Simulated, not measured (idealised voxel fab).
You're looking at the process module voxel transistor to metal.
Cross-section cut spans 205 nm and uses square cells 5 nm in size.
Just so we're on the same page, the cross-sections are grids of square cells, and they're listed out in bands top to bottom, each band one or more rows deep. Look at the band entry: it leads with the top's height and the bottom's height in nm. Then it lists the materials left to right, with a width in nm for each. The word "everywhere" on a single material says that material fills the band edge to edge. The word "air" is empty space. Height is counted from the level 0, under which the received wafer is composed throughout of one material. The lowest of the bands is not closed at the bottom but continues downward, in the notation "0 nm and below". Top row gets the first number, bottom row gets the second, and each row in between changes by the same step: that is how a band width like "30->40" works. Reading "nothing different" for a step: not a cell of the cross-section changed in it. So "Closed void register" is basically the list of trapped voids: any empty space of 8 cells or more that can't reach the top through an opening. They're written width x height at distance, the distance being from the left edge, and it's all nm. That trailing text on a step's line, after the settings, is the simulator's own remark on the step. The line of a step may include "overlay nm". On a step with a mask, this value is how far to the right of its planned place the mask lay. A negative value means the mask lay to the left.
### These are the steps we planned for the process
1,RECEIVE [material Si]
2,OXIDIZE [depth nm 5]
3,CONFORMAL_DEP [material SiN] [thk nm 15]
4,DIRECTIONAL_DEP [material aC] [thk nm 10]
5,PATTERN [tone cover] [mask id ACTIVE] [material resist] [width nm 105] [thk nm 30] [overlay nm 0]
6,DIRECTIONAL_ETCH [etch materials aC] [depth nm 10]
7,STRIP [etch materials resist]
8,DIRECTIONAL_ETCH [etch materials SiN] [depth nm 15]
9,DIRECTIONAL_ETCH [etch materials SiO2] [depth nm 5]
10,DIRECTIONAL_ETCH [etch materials Si] [depth nm 35]
11,STRIP [etch materials aC]
12,FILL_DEP [material SiO2] [thk nm 15]
13,CMP [height nm 15]
14,SELECTIVE_ETCH [etch materials SiO2] [depth nm 5]
15,STRIP [etch materials SiN]
16,SELECTIVE_ETCH [etch materials SiO2] [depth nm 5]
17,OXIDIZE [depth nm 5]
18,DIRECTIONAL_DEP [material polySi] [thk nm 25]
19,DIRECTIONAL_DEP [material SiCN] [thk nm 15]
20,MASKED_ETCH [tone cover] [mask id GATE] [width nm 25] [etch materials SiCN] [depth nm 25] [overlay nm 0]
21,MASKED_ETCH [tone cover] [mask id GATE] [width nm 25] [etch materials polySi] [depth nm 35] [overlay nm 0]
22,CONFORMAL_DEP [material SiN] [thk nm 5]
23,DIRECTIONAL_ETCH [etch materials SiN] [depth nm 5]
24,DIRECTIONAL_ETCH [etch materials SiO2] [depth nm 5]
25,EPI [material SiGe] [thk nm 5]
26,FILL_DEP [material SiO2] [thk nm 5]
27,CMP [height nm 35]
28,DIRECTIONAL_DEP [material SiO2] [thk nm 10]
29,MASKED_ETCH [tone open] [mask id CONTACT] [width nm 30] [pitch nm 65] [etch materials SiO2] [depth nm 50] [overlay nm 0]
30,CONFORMAL_DEP [material TiN] [thk nm 5]
31,FILL_DEP [material W] [thk nm 5]
32,CMP [height nm 45]
33,DIRECTIONAL_DEP [material TiN] [thk nm 5]
34,DIRECTIONAL_DEP [material W] [thk nm 25]
35,MASKED_ETCH [tone cover] [mask id METAL_1] [width nm 15] [pitch nm 80] [etch materials W] [depth nm 25] [overlay nm 0]
36,MASKED_ETCH [tone cover] [mask id METAL_1] [width nm 15] [pitch nm 80] [etch materials TiN] [depth nm 5] [overlay nm 0]
37,FILL_DEP [material lowk] [thk nm 5]
38,CMP [height nm 75]
39,CONFORMAL_DEP [material SiCN] [thk nm 5]
40,DIRECTIONAL_DEP [material lowk] [thk nm 25]
41,DIRECTIONAL_DEP [material aC] [thk nm 15]
42,PATTERN [tone open] [mask id METAL_2] [material resist] [width nm 15] [pitch nm 80] [thk nm 30] [overlay nm 0]
43,DIRECTIONAL_ETCH [etch materials aC] [depth nm 15]
44,STRIP [etch materials resist]
45,DIRECTIONAL_ETCH [etch materials lowk] [depth nm 15]
46,STRIP [etch materials aC]
47,DIRECTIONAL_DEP [material aC] [thk nm 10]
48,PATTERN [tone open] [mask id METAL_2_HOLES] [material resist] [width nm 15] [pitch nm 80] [thk nm 30] [overlay nm 0]
49,DIRECTIONAL_ETCH [etch materials aC] [depth nm 10]
50,STRIP [etch materials resist]
51,DIRECTIONAL_ETCH [etch materials lowk] [depth nm 10]
52,DIRECTIONAL_ETCH [etch materials SiCN] [depth nm 5]
53,STRIP [etch materials aC]
54,CONFORMAL_DEP [material TiN] [thk nm 5]
55,FILL_DEP [material Cu] [thk nm 5]
56,CMP [height nm 105]
57,CONFORMAL_DEP [material SiCN] [thk nm 5]
### Incoming wafer, cross-sectional view, post step 1
> 0 nm and below: Si everywhere
> Closed void register: none
### The cross-section shown corresponds to the wafer at the conclusion of the module. The initial structure and the process plan are those presented above; however, one mistake occurred in executing the plan
> 110 nm to 105 nm: SiCN everywhere
> 105 nm to 80 nm: 55 lowk; 5 TiN; 5 Cu; 5 TiN; 65 lowk; 5 TiN; 5 Cu; 5 TiN; 55 lowk
> 80 nm to 75 nm: 55 SiCN; 15 TiN; 65 SiCN; 15 TiN; 55 SiCN
> 75 nm to 50 nm: 55 lowk; 15 W; 65 lowk; 15 W; 55 lowk
> 50 nm to 45 nm: 55 lowk; 15 TiN; 65 lowk; 15 TiN; 55 lowk
> 45 nm to 35 nm: 55 SiO2; 5 TiN; 20 W; 5 TiN; 35 SiO2; 5 TiN; 20 W; 5 TiN; 55 SiO2
> 35 nm to 30 nm: 45 SiCN; 5 SiN; 5 SiO2; 5 TiN; 20 W; 5 TiN; 5 SiN; 25 SiCN; 5 SiN; 5 TiN; 20 W; 5 TiN; 5 SiO2; 5 SiN; 45 SiCN
> 30 nm to 25 nm: 45 polySi; 5 SiN; 5 SiO2; 30 TiN; 5 SiN; 25 SiCN; 5 SiN; 30 TiN; 5 SiO2; 5 SiN; 45 polySi
> 25 nm to 20 nm: 45 polySi; 115 SiCN; 45 polySi
> 20 nm to 5 nm: polySi everywhere
> 5 nm to -5 nm: 45 SiO2; 115 polySi; 45 SiO2
> -5 nm to -10 nm: SiO2 everywhere
> -10 nm to -40 nm: 50 SiO2; 105 Si; 50 SiO2
> -40 nm and below: Si everywhere
> Closed void register: none
The mistake made against the process plan was this: regarding the plan, step 19 was run twice
